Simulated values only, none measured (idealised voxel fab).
process module | voxel trench capacitor
cross-section cut | 145 nm wide | cells 5 nm
A cross-section is a grid of square cells, given in bands from the top down. A band is one or more rows of cells.
Each band's line starts with the height of the band's top and of its bottom, in nm. Then come its materials from left to right, each with its width in nm. One material with "throughout" fills the band from edge to edge. "air" is empty space.
Height 0 is the level under which the wafer as received is all one material. The lowest band goes on downwards, as in "0 down".
A width such as "30 to 40" changes by the same amount from each row of cells to the next, from the band's top row to its bottom row.
"no change" after a step means that no cell of the cross-section changed.
closed voids: empty space of 8 cells or more with no open way to the top, each as width x height at its distance from the left edge, in nm
after a step's settings: what the simulator itself notes on the step
overlay nm, on a step with a mask: how far to the right of its planned place the mask lay; to the left if negative
plan
1 op RECEIVE | material Si
2 op CONFORMAL_DEP | material SiN | thk nm 5
3 op DIRECTIONAL_DEP | material aC | thk nm 15
4 op PATTERN | tone open | mask id TRENCH | material resist | width nm 20 | pitch nm 35 | thk nm 35 | overlay nm 0
5 op DIRECTIONAL_ETCH | etch materials aC | depth nm 15
6 op STRIP | etch materials resist
7 op DIRECTIONAL_ETCH | etch materials SiN | depth nm 5
8 op DIRECTIONAL_ETCH | etch materials Si | depth nm 35
9 op STRIP | etch materials aC
10 op CONFORMAL_DEP | material SiO2 | thk nm 5
11 op FILL_DEP | material polySi | thk nm 10
12 op CMP | height nm 5
first wafer, as planned
as received, after step 1
  0 down: Si throughout
  closed voids: none
after step 2
  5 to 0: SiN throughout
  below 0: unchanged
after step 3
  20 to 5: aC throughout
  below 5: unchanged
after step 4
  55 to 20: resist 45 | air 20 | resist 15 | air 20 | resist 45
  below 20: unchanged
after step 5
  40 to 20: resist 45 | air 20 | resist 15 | air 20 | resist 45
  20 to 5: aC 45 | air 20 | aC 15 | air 20 | aC 45
  below 5: unchanged
after step 6
  20 to 5: aC 45 | air 20 | aC 15 | air 20 | aC 45
  below 5: unchanged
after step 7
  20 to 5: aC 45 | air 20 | aC 15 | air 20 | aC 45
  5 to 0: SiN 45 | air 20 | SiN 15 | air 20 | SiN 45
  below 0: unchanged
after step 8
  20 to 5: aC 45 | air 20 | aC 15 | air 20 | aC 45
  5 to 0: SiN 45 | air 20 | SiN 15 | air 20 | SiN 45
  0 to -35: Si 45 | air 20 | Si 15 | air 20 | Si 45
  below -35: unchanged
after step 9
  5 to 0: SiN 45 | air 20 | SiN 15 | air 20 | SiN 45
  below 0: unchanged
after step 10
  10 to 5: SiO2 50 | air 10 | SiO2 25 | air 10 | SiO2 50
  5 to 0: SiN 45 | SiO2 5 | air 10 | SiO2 5 | SiN 15 | SiO2 5 | air 10 | SiO2 5 | SiN 45
  0 to -30: Si 45 | SiO2 5 | air 10 | SiO2 5 | Si 15 | SiO2 5 | air 10 | SiO2 5 | Si 45
  -30 to -35: Si 45 | SiO2 20 | Si 15 | SiO2 20 | Si 45
  below -35: unchanged
after step 11
  20 to 10: polySi throughout
  10 to 5: SiO2 50 | polySi 10 | SiO2 25 | polySi 10 | SiO2 50
  5 to 0: SiN 45 | SiO2 5 | polySi 10 | SiO2 5 | SiN 15 | SiO2 5 | polySi 10 | SiO2 5 | SiN 45
  0 to -30: Si 45 | SiO2 5 | polySi 10 | SiO2 5 | Si 15 | SiO2 5 | polySi 10 | SiO2 5 | Si 45
  below -30: unchanged
after step 12
  5 to 0: SiN 45 | SiO2 5 | polySi 10 | SiO2 5 | SiN 15 | SiO2 5 | polySi 10 | SiO2 5 | SiN 45
  below 0: unchanged
second wafer: like start, like plan, one mistake. Through step 7 it matches the first wafer
when step 8 should have ended
  20 to 5: aC 45 | air 20 | aC 15 | air 20 | aC 45
  5 to 0: SiN 45 | air 20 | SiN 15 | air 20 | SiN 45
  0 to -70: Si 45 | air 20 | Si 15 | air 20 | Si 45
  below -70: unchanged
when step 9 should have ended
  5 to 0: SiN 45 | air 20 | SiN 15 | air 20 | SiN 45
  below 0: unchanged
when step 10 should have ended
  10 to 5: SiO2 50 | air 10 | SiO2 25 | air 10 | SiO2 50
  5 to 0: SiN 45 | SiO2 5 | air 10 | SiO2 5 | SiN 15 | SiO2 5 | air 10 | SiO2 5 | SiN 45
  0 to -65: Si 45 | SiO2 5 | air 10 | SiO2 5 | Si 15 | SiO2 5 | air 10 | SiO2 5 | Si 45
  -65 to -70: Si 45 | SiO2 20 | Si 15 | SiO2 20 | Si 45
  below -70: unchanged
when step 11 should have ended
  20 to 10: polySi throughout
  10 to 5: SiO2 50 | polySi 10 | SiO2 25 | polySi 10 | SiO2 50
  5 to 0: SiN 45 | SiO2 5 | polySi 10 | SiO2 5 | SiN 15 | SiO2 5 | polySi 10 | SiO2 5 | SiN 45
  0 to -65: Si 45 | SiO2 5 | polySi 10 | SiO2 5 | Si 15 | SiO2 5 | polySi 10 | SiO2 5 | Si 45
  below -65: unchanged
when step 12 should have ended
  5 to 0: SiN 45 | SiO2 5 | polySi 10 | SiO2 5 | SiN 15 | SiO2 5 | polySi 10 | SiO2 5 | SiN 45
  below 0: unchanged
what went wrong: step 8 was run twice
at the end the second wafer has, in cells: 56 fewer of Si | 28 more of SiO2 | 28 more of polySi
